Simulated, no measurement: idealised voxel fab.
The process module presented herein is designated voxel capacitor over wiring.
Cross-sectional view cut (width: 215 nm; square cell size: 5 nm).
Cross-sections here: square-cell grids, written as top-down lists of bands, a band being one or more rows of cells.
Within each band entry, the heights of the top and of the bottom of the band appear first, in that order and in nm; the materials of the band then follow from left to right, each with its corresponding width in nm. The designation "throughout" on a single material indicates that it fills the band from edge to edge; the designation "air" indicates empty space.
Heads up on the height convention: 0 is the point under which the incoming wafer is all one material, and the lowest band has no bottom, it just keeps going down, like "0..down".
Read "30..40" as a graded width: first number on top, second number at the bottom, same change between each pair of neighbouring rows.
The cross-section has no changed cell in any step marked "no modifications".
The entry titled "Trapped cavities" provides the empty spaces that have no open way to the top, restricted to those of 8 cells or more. Each is presented as width x height at distance, the distance being measured from the left edge, with all three in nm.
It should be noted that, on the line of a given step, the content following the step's settings is a remark produced by the simulator itself with respect to that step.
overlay nm, on a step with a mask: how far to the right of its planned place the mask lay; to the left if negative

-- Steps planned for the process
1. RECEIVE: material Si
2. CONFORMAL_DEP: material SiO2, thk nm 15
3. CONFORMAL_DEP: material SiN, thk nm 5
4. DIRECTIONAL_DEP: material lowk, thk nm 25
5. DIRECTIONAL_DEP: material aC, thk nm 10
6. PATTERN: tone open, mask id METAL_1, material resist, width nm 25, pitch nm 75, thk nm 30, overlay nm 0
7. DIRECTIONAL_ETCH: etch materials aC, depth nm 10
8. STRIP: etch materials resist
9. DIRECTIONAL_ETCH: etch materials lowk, depth nm 25
10. DIRECTIONAL_ETCH: etch materials SiN, depth nm 5
11. STRIP: etch materials aC
12. CONFORMAL_DEP: material TiN, thk nm 5
13. FILL_DEP: material W, thk nm 10
14. CMP: height nm 45
15. EPI: material Ru, thk nm 5
16. FILL_DEP: material SiCN, thk nm 5
17. DIRECTIONAL_DEP: material SiO2, thk nm 20
18. PATTERN: tone open, mask id PLUG_1, material resist, width nm 15, thk nm 20, overlay nm 0
19. DIRECTIONAL_ETCH: etch materials SiO2, depth nm 20
20. DIRECTIONAL_ETCH: etch materials SiCN, depth nm 5
21. STRIP: etch materials resist
22. CONFORMAL_DEP: material TiN, thk nm 5
23. FILL_DEP: material Cu, thk nm 5
24. CMP: height nm 75
25. DIRECTIONAL_DEP: material TiN, thk nm 10
26. DIRECTIONAL_DEP: material HfO2, thk nm 5
27. DIRECTIONAL_DEP: material TiN, thk nm 10
28. MASKED_ETCH: tone cover, mask id UPPER_PLATE, width nm 55, etch materials TiN, depth nm 10, overlay nm 0
29. MASKED_ETCH: tone cover, mask id UPPER_PLATE, width nm 55, etch materials HfO2, depth nm 5, overlay nm 0
30. PATTERN: tone cover, mask id LOWER_PLATE, material resist, width nm 65, thk nm 20, overlay nm 0
31. DIRECTIONAL_ETCH: etch materials TiN, depth nm 10
32. STRIP: etch materials resist
33. FILL_DEP: material SiO2, thk nm 15
34. CMP: height nm 110
35. MASKED_ETCH: tone open, mask id PLUG_2, width nm 15, etch materials SiO2, depth nm 10, overlay nm 0
36. CONFORMAL_DEP: material TiN, thk nm 5
37. FILL_DEP: material Ru, thk nm 10
38. CMP: height nm 110
39. CONFORMAL_DEP: material SiN, thk nm 5

-- Cross-section of the wafer upon arrival, representing the state reached after step 1
    0..down = Si throughout
    Trapped cavities: none

-- Cross-section taken at module completion on the first of two wafers; processed per the plan
    115..110 = SiN throughout
    110..105 = SiO2 75 nm | TiN 5 nm | Ru 5 nm | TiN 5 nm | SiO2 125 nm
    105..100 = SiO2 75 nm | TiN 15 nm | SiO2 125 nm
    100..90 = SiO2 65 nm | TiN 55 nm | SiO2 95 nm
    90..85 = SiO2 65 nm | HfO2 55 nm | SiO2 95 nm
    85..75 = SiO2 60 nm | TiN 65 nm | SiO2 90 nm
    75..55 = SiO2 65 nm | TiN 5 nm | Cu 5 nm | TiN 5 nm | SiO2 135 nm
    55..50 = SiCN 65 nm | TiN 15 nm | SiCN 135 nm
    50..45 = SiCN 50 nm | Ru 35 nm | SiCN 40 nm | Ru 35 nm | SiCN 55 nm
    45..20 = lowk 55 nm | TiN 5 nm | W 15 nm | TiN 5 nm | lowk 50 nm | TiN 5 nm | W 15 nm | TiN 5 nm | lowk 60 nm
    20..15 = SiN 55 nm | TiN 25 nm | SiN 50 nm | TiN 25 nm | SiN 60 nm
    15..0 = SiO2 throughout
    0..down = Si throughout
    Trapped cavities: none

-- Cross-section, second wafer: same start as the first, same plan as the first, one mistake in running it; taken at the end of the module
    115..110 = SiN throughout
    110..105 = SiO2 65 nm | TiN 5 nm | Ru 5 nm | TiN 5 nm | SiO2 135 nm
    105..100 = SiO2 65 nm | TiN 15 nm | SiO2 135 nm
    100..90 = SiO2 65 nm | TiN 55 nm | SiO2 95 nm
    90..85 = SiO2 65 nm | HfO2 55 nm | SiO2 95 nm
    85..75 = SiO2 60 nm | TiN 65 nm | SiO2 90 nm
    75..55 = SiO2 65 nm | TiN 5 nm | Cu 5 nm | TiN 5 nm | SiO2 135 nm
    55..50 = SiCN 65 nm | TiN 15 nm | SiCN 135 nm
    50..45 = SiCN 50 nm | Ru 35 nm | SiCN 40 nm | Ru 35 nm | SiCN 55 nm
    45..20 = lowk 55 nm | TiN 5 nm | W 15 nm | TiN 5 nm | lowk 50 nm | TiN 5 nm | W 15 nm | TiN 5 nm | lowk 60 nm
    20..15 = SiN 55 nm | TiN 25 nm | SiN 50 nm | TiN 25 nm | SiN 60 nm
    15..0 = SiO2 throughout
    0..down = Si throughout
    Trapped cavities: none
Diagnosis: so step 35 ended up running with a different setting than we planned, it ran as MASKED_ETCH: tone open, mask id PLUG_2, width nm 15, etch materials SiO2, depth nm 10, overlay nm -10
End check, second vs first wafer: material counts in cells match, positions do not.
